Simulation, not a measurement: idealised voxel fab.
A process module follows: voxel transistor to metal.
Each square cell in cross-section cut measures 5 nm, and the section as a whole is 285 nm wide.
In this document a cross-section is written as a grid of square cells. It is given as a series of bands, listed from the top down, and a band is one or more rows of cells. This entry defines a band. It first specifies the height of the band's top and the height of its bottom in nm, and then specifies the band's materials from left to right, stating each material with its width in nm. The word "full width" identifies a single material that fills the band from edge to edge, while the word "blank" identifies empty space. Heights are reckoned from 0. Under this level, the received wafer is all of one material. The bottommost band is open-ended downward, for example "from 0 down". Graded width ("30->40"): value in top row of band = first number; value in bottom row = second number; row-to-row change constant. "no change" means the step left every cell of the cross-section as it was. The label "Encapsulated voids" introduces a list of the empty spaces, 8 cells or larger, that have no open way up to the top; each entry in it reads width x height at distance, where the distance is taken from the left edge and all three are stated in nm. Formally, on a step line, whatever follows the settings is a remark that the simulator itself makes on the step. overlay nm: mask offset rightward from planned place, masked step; negative means leftward offset.
Process steps (planned)
1. op RECEIVE | material Si
2. op OXIDIZE | depth nm 5
3. op CONFORMAL_DEP | material SiN | thk nm 10
4. op DIRECTIONAL_DEP | material aC | thk nm 10
5. op PATTERN | tone cover | mask id ACTIVE | material resist | width nm 115 | pitch nm 135 | thk nm 30 | overlay nm 0
6. op DIRECTIONAL_ETCH | etch materials aC | depth nm 10
7. op STRIP | etch materials resist
8. op DIRECTIONAL_ETCH | etch materials SiN | depth nm 10
9. op DIRECTIONAL_ETCH | etch materials SiO2 | depth nm 5
10. op DIRECTIONAL_ETCH | etch materials Si | depth nm 35
11. op STRIP | etch materials aC
12. op OXIDIZE | depth nm 5
13. op FILL_DEP | material SiO2 | thk nm 10
14. op CMP | height nm 10
15. op SELECTIVE_ETCH | etch materials SiO2 | depth nm 5
16. op STRIP | etch materials SiN
17. op SELECTIVE_ETCH | etch materials SiO2 | depth nm 5
18. op OXIDIZE | depth nm 5
19. op DIRECTIONAL_DEP | material polySi | thk nm 20
20. op DIRECTIONAL_DEP | material SiCN | thk nm 10
21. op MASKED_ETCH | tone cover | mask id GATE | width nm 35 | pitch nm 135 | etch materials SiCN | depth nm 20 | overlay nm 0
22. op MASKED_ETCH | tone cover | mask id GATE | width nm 25 | pitch nm 135 | etch materials polySi | depth nm 30 | overlay nm 0
23. op CONFORMAL_DEP | material SiN | thk nm 10
24. op DIRECTIONAL_ETCH | etch materials SiN | depth nm 10
25. op DIRECTIONAL_ETCH | etch materials SiO2 | depth nm 5
26. op EPI | material SiGe | thk nm 5
27. op FILL_DEP | material SiO2 | thk nm 5
28. op CMP | height nm 15
29. op STRIP | etch materials polySi
30. op SELECTIVE_ETCH | etch materials SiO2 | depth nm 5
31. op CONFORMAL_DEP | material HfO2 | thk nm 5
32. op CONFORMAL_DEP | material TiN | thk nm 5
33. op FILL_DEP | material W | thk nm 5
34. op CMP | height nm 10
35. op DIRECTIONAL_DEP | material SiO2 | thk nm 10
36. op DIRECTIONAL_DEP | material aC | thk nm 15
37. op PATTERN | tone open | mask id CONTACT | material resist | width nm 15 | thk nm 30 | overlay nm 0
38. op DIRECTIONAL_ETCH | etch materials aC | depth nm 15
39. op STRIP | etch materials resist
40. op DIRECTIONAL_ETCH | etch materials SiO2 | depth nm 25
41. op STRIP | etch materials aC
42. op CONFORMAL_DEP | material TiN | thk nm 5
43. op FILL_DEP | material W | thk nm 10
44. op CMP | height nm 20
45. op CONFORMAL_DEP | material SiN | thk nm 5
46. op DIRECTIONAL_DEP | material lowk | thk nm 20
47. op PATTERN | tone open | mask id METAL_1 | material resist | width nm 15 | thk nm 15 | overlay nm 0
48. op DIRECTIONAL_ETCH | etch materials lowk | depth nm 20
49. op DIRECTIONAL_ETCH | etch materials SiN | depth nm 5
50. op STRIP | etch materials resist
51. op CONFORMAL_DEP | material TiN | thk nm 5
52. op FILL_DEP | material Cu | thk nm 5
53. op CMP | height nm 45
54. op EPI | material Ru | thk nm 5
55. op FILL_DEP | material SiCN | thk nm 5
The wafers in this document start out alike and differ in the width nm applied at step 22; the plan shows the value used for the first wafer.
Cross-sectional view of the first of several wafers in the as-received condition, corresponding to the state following step 1
  from 0 down = Si full width
  Encapsulated voids: none
The figure below presents a cross-section of the first of several wafers at the conclusion of the module, following its last step, step 55
  from 55 to 50 = SiCN full width
  from 50 to 45 = SiCN: 20, Ru: 25, SiCN: 55, Ru: 25, SiCN: 30, Ru: 25, SiCN: 55, Ru: 25, SiCN: 25
  from 45 to 25 = lowk: 25, TiN: 5, Cu: 5, TiN: 5, lowk: 65, TiN: 5, Cu: 5, TiN: 5, lowk: 40, TiN: 5, Cu: 5, TiN: 5, lowk: 65, TiN: 5, Cu: 5, TiN: 5, lowk: 30
  from 25 to 20 = SiN: 25, TiN: 15, SiN: 65, TiN: 15, SiN: 40, TiN: 15, SiN: 65, TiN: 15, SiN: 30
  from 20 to 10 = SiO2: 25, TiN: 5, W: 5, TiN: 5, SiO2: 65, TiN: 5, W: 5, TiN: 5, SiO2: 40, TiN: 5, W: 5, TiN: 5, SiO2: 65, TiN: 5, W: 5, TiN: 5, SiO2: 30
  from 10 to 0 = SiO2: 25, TiN: 5, W: 5, TiN: 5, SiO2: 5, SiN: 10, HfO2: 5, TiN: 5, W: 15, TiN: 5, HfO2: 5, SiN: 10, SiO2: 5, TiN: 5, W: 5, TiN: 5, SiO2: 40, TiN: 5, W: 5, TiN: 5, SiO2: 5, SiN: 10, HfO2: 5, TiN: 5, W: 15, TiN: 5, HfO2: 5, SiN: 10, SiO2: 5, TiN: 5, W: 5, TiN: 5, SiO2: 30
  from 0 to -5 = SiO2: 10, SiN: 10, SiO2: 5, TiN: 15, SiO2: 5, SiN: 10, HfO2: 5, TiN: 25, HfO2: 5, SiN: 10, SiO2: 5, TiN: 15, SiO2: 5, SiN: 10, SiO2: 10, SiN: 10, SiO2: 5, TiN: 15, SiO2: 5, SiN: 10, HfO2: 5, TiN: 25, HfO2: 5, SiN: 10, SiO2: 5, TiN: 15, SiO2: 5, SiN: 10, SiO2: 15
  from -5 to -10 = SiO2: 20, SiGe: 25, SiO2: 5, HfO2: 45, SiO2: 5, SiGe: 25, SiO2: 30, SiGe: 25, SiO2: 5, HfO2: 45, SiO2: 5, SiGe: 25, SiO2: 25
  from -10 to -45 = SiO2: 20, Si: 105, SiO2: 30, Si: 105, SiO2: 25
  from -45 down = Si full width
  Encapsulated voids: none
Module end, final wafer: cross-section
  from 55 to 50 = SiCN full width
  from 50 to 45 = SiCN: 20, Ru: 25, SiCN: 55, Ru: 25, SiCN: 30, Ru: 25, SiCN: 55, Ru: 25, SiCN: 25
  from 45 to 25 = lowk: 25, TiN: 5, Cu: 5, TiN: 5, lowk: 65, TiN: 5, Cu: 5, TiN: 5, lowk: 40, TiN: 5, Cu: 5, TiN: 5, lowk: 65, TiN: 5, Cu: 5, TiN: 5, lowk: 30
  from 25 to 20 = SiN: 25, TiN: 15, SiN: 65, TiN: 15, SiN: 40, TiN: 15, SiN: 65, TiN: 15, SiN: 30
  from 20 to 15 = SiO2: 25, TiN: 5, W: 5, TiN: 5, SiO2: 65, TiN: 5, W: 5, TiN: 5, SiO2: 40, TiN: 5, W: 5, TiN: 5, SiO2: 65, TiN: 5, W: 5, TiN: 5, SiO2: 30
  from 15 to 10 = SiO2: 25, TiN: 5, W: 5, TiN: 5, SiO2: 65, TiN: 15, SiO2: 40, TiN: 5, W: 5, TiN: 5, SiO2: 65, TiN: 15, SiO2: 30
  from 10 to 0 = SiO2: 25, TiN: 5, W: 5, TiN: 5, SiN: 10, HfO2: 5, TiN: 5, W: 30, TiN: 5, HfO2: 5, SiN: 10, TiN: 10, SiO2: 40, TiN: 5, W: 5, TiN: 5, SiN: 10, HfO2: 5, TiN: 5, W: 30, TiN: 5, HfO2: 5, SiN: 10, TiN: 10, SiO2: 30
  from 0 to -5 = SiO2: 10, SiN: 10, SiO2: 5, TiN: 15, SiN: 10, HfO2: 5, TiN: 40, HfO2: 5, SiN: 10, TiN: 10, SiO2: 5, SiN: 10, SiO2: 10, SiN: 10, SiO2: 5, TiN: 15, SiN: 10, HfO2: 5, TiN: 40, HfO2: 5, SiN: 10, TiN: 10, SiO2: 5, SiN: 10, SiO2: 15
  from -5 to -10 = SiO2: 20, SiGe: 20, SiO2: 5, HfO2: 60, SiO2: 5, SiGe: 15, SiO2: 30, SiGe: 20, SiO2: 5, HfO2: 60, SiO2: 5, SiGe: 15, SiO2: 25
  from -10 to -45 = SiO2: 20, Si: 105, SiO2: 30, Si: 105, SiO2: 25
  from -45 down = Si full width
  Encapsulated voids: none
Below: a row per wafer. Contents at end of module: for every material, cells gained since receipt (+) or lost since receipt (-); then closed voids
width nm 25; +16 Cu; +30 HfO2; +20 Ru; -219 Si; +94 SiCN; +20 SiGe; +77 SiN; +275 SiO2; +106 TiN; +28 W; +180 lowk; Encapsulated voids: none
width nm 30; +16 Cu; +30 HfO2; +20 Ru; -219 Si; +94 SiCN; +20 SiGe; +77 SiN; +275 SiO2; +106 TiN; +28 W; +180 lowk; Encapsulated voids: none
width nm 35; +16 Cu; +30 HfO2; +20 Ru; -219 Si; +94 SiCN; +20 SiGe; +77 SiN; +275 SiO2; +106 TiN; +28 W; +180 lowk; Encapsulated voids: none
width nm 40; +16 Cu; +32 HfO2; +20 Ru; -219 Si; +94 SiCN; +18 SiGe; +77 SiN; +269 SiO2; +108 TiN; +32 W; +180 lowk; Encapsulated voids: none
width nm 45; +16 Cu; +34 HfO2; +20 Ru; -219 Si; +94 SiCN; +16 SiGe; +77 SiN; +263 SiO2; +110 TiN; +36 W; +180 lowk; Encapsulated voids: none
width nm 50; +16 Cu; +36 HfO2; +20 Ru; -219 Si; +94 SiCN; +14 SiGe; +77 SiN; +263 SiO2; +112 TiN; +34 W; +180 lowk; Encapsulated voids: none
